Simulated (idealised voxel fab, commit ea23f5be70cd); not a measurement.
voxel self aligned contacts: a process module
This is section cut - it's 190 nm across, gridded in 5 nm square cells.
Think of the cross-section as a grid of square cells. We describe it in bands, top to bottom, and each band covers one or more rows of those cells.
The band entry comprises the height of the band's top followed by the height of its bottom, expressed in nm, and subsequently the band's materials from left to right, each stated together with its width in nm. Where a single material is marked with the word "all across", that material fills the band from edge to edge. The word "empty" represents empty space.
Below 0: as-received wafer, all one material; heights counted from there. Lowest band: no bottom, goes on down, written "0 nm and below".
The expression "30..40" gives the width at the extremes of the band, the first number at its top row of cells and the second at its bottom row, with the width changing by equal amounts from each row to the next in between.
"no modification", as given for a step, is the statement that not any cell of the cross-section underwent a change during that step.
The list in "Internal closed voids" covers empty spaces of 8 cells or more that cannot reach the top through any open way, and it gives each as width x height at distance; the distance is from the left edge, and width, height and distance are in nm.
Where a step's line continues beyond its settings, the continuation is a remark by the simulator itself on that step.
A step's line can hold "overlay nm"; with a mask on that step, the setting says how far right of the planned place the mask lay, while a negative setting says it lay to the left.

## Here's what the planned process steps look like
step 1: RECEIVE: material Si
step 2: CONFORMAL_DEP: material SiO2, thk nm 5
step 3: DIRECTIONAL_DEP: material polySi, thk nm 20
step 4: DIRECTIONAL_DEP: material SiN, thk nm 20
step 5: DIRECTIONAL_DEP: material aC, thk nm 15
step 6: PATTERN: tone cover, mask id GATE, material resist, width nm 25, pitch nm 65, thk nm 35, overlay nm 0
step 7: DIRECTIONAL_ETCH: etch materials aC, depth nm 15
step 8: STRIP: etch materials resist
step 9: DIRECTIONAL_ETCH: etch materials SiN, depth nm 20
step 10: DIRECTIONAL_ETCH: etch materials polySi, depth nm 20
step 11: STRIP: etch materials aC
step 12: CONFORMAL_DEP: material SiN, thk nm 10
step 13: DIRECTIONAL_ETCH: etch materials SiN, depth nm 10
step 14: FILL_DEP: material SiO2, thk nm 20
step 15: CMP: height nm 55
step 16: PATTERN: tone open, mask id CONTACT, material resist, width nm 50, pitch nm 65, thk nm 20, overlay nm 0
step 17: DIRECTIONAL_ETCH: etch materials SiO2, depth nm 55
step 18: STRIP: etch materials resist
step 19: CONFORMAL_DEP: material TiN, thk nm 5
step 20: FILL_DEP: material Ru, thk nm 5
step 21: CMP: height nm 55
step 22: CONFORMAL_DEP: material SiCN, thk nm 5

## Cross-section of the wafer upon arrival, representing the state reached after step 1
0 nm and below = Si all across
Internal closed voids: none

## End-of-module cross-section of the first of two wafers, processed as planned
60 nm to 55 nm = SiCN all across
55 nm to 45 nm = SiO2 35 nm, then TiN 5..20 nm, then Ru 40..10 nm, then TiN 5..20 nm, then SiO2 15 nm, then TiN 5..20 nm, then Ru 40..10 nm, then TiN 5..20 nm, then SiO2 40 nm
45 nm to 25 nm = SiO2 5 nm, then SiN 45 nm, then TiN 5 nm, then Ru 10 nm, then TiN 5 nm, then SiN 45 nm, then TiN 5 nm, then Ru 10 nm, then TiN 5 nm, then SiN 45 nm, then SiO2 10 nm
25 nm to 5 nm = SiO2 5 nm, then SiN 10 nm, then polySi 25 nm, then SiN 10 nm, then TiN 5 nm, then Ru 10 nm, then TiN 5 nm, then SiN 10 nm, then polySi 25 nm, then SiN 10 nm, then TiN 5 nm, then Ru 10 nm, then TiN 5 nm, then SiN 10 nm, then polySi 25 nm, then SiN 10 nm, then SiO2 10 nm
5 nm to 0 nm = SiO2 50 nm, then TiN 20 nm, then SiO2 45 nm, then TiN 20 nm, then SiO2 55 nm
0 nm and below = Si all across
Internal closed voids: none

## Presented here is a cross-section of the second of the two wafers as it stood at the end of the module. It was started in the same manner and assigned the same plan as the first wafer; however, one mistake was made in its execution
60 nm to 55 nm = SiCN all across
55 nm to 50 nm = Ru 30 nm, then TiN 5 nm, then SiO2 50 nm, then TiN 5 nm, then Ru 5 nm, then TiN 5 nm, then SiO2 50 nm, then TiN 5 nm, then Ru 35 nm
50 nm to 45 nm = TiN 35 nm, then SiO2 50 nm, then TiN 15 nm, then SiO2 50 nm, then TiN 35 nm, then Ru 5 nm
45 nm to 25 nm = TiN 5 nm, then SiN 45 nm, then SiO2 20 nm, then SiN 45 nm, then SiO2 20 nm, then SiN 45 nm, then TiN 5 nm, then Ru 5 nm
25 nm to 5 nm = TiN 5 nm, then SiN 10 nm, then polySi 25 nm, then SiN 10 nm, then SiO2 20 nm, then SiN 10 nm, then polySi 25 nm, then SiN 10 nm, then SiO2 20 nm, then SiN 10 nm, then polySi 25 nm, then SiN 10 nm, then TiN 5 nm, then Ru 5 nm
5 nm to 0 nm = TiN 5 nm, then SiO2 175 nm, then TiN 10 nm
0 nm and below = Si all across
Internal closed voids: none
Plan not followed: step 16 was not run as planned; what actually ran was PATTERN: tone cover, mask id CONTACT, material resist, width nm 50, pitch nm 65, thk nm 20, overlay nm 0
End check, counted in cells, second wafer has more or fewer of these materials than the first: Ru: 29 fewer | SiO2: 49 more | TiN: 20 fewer
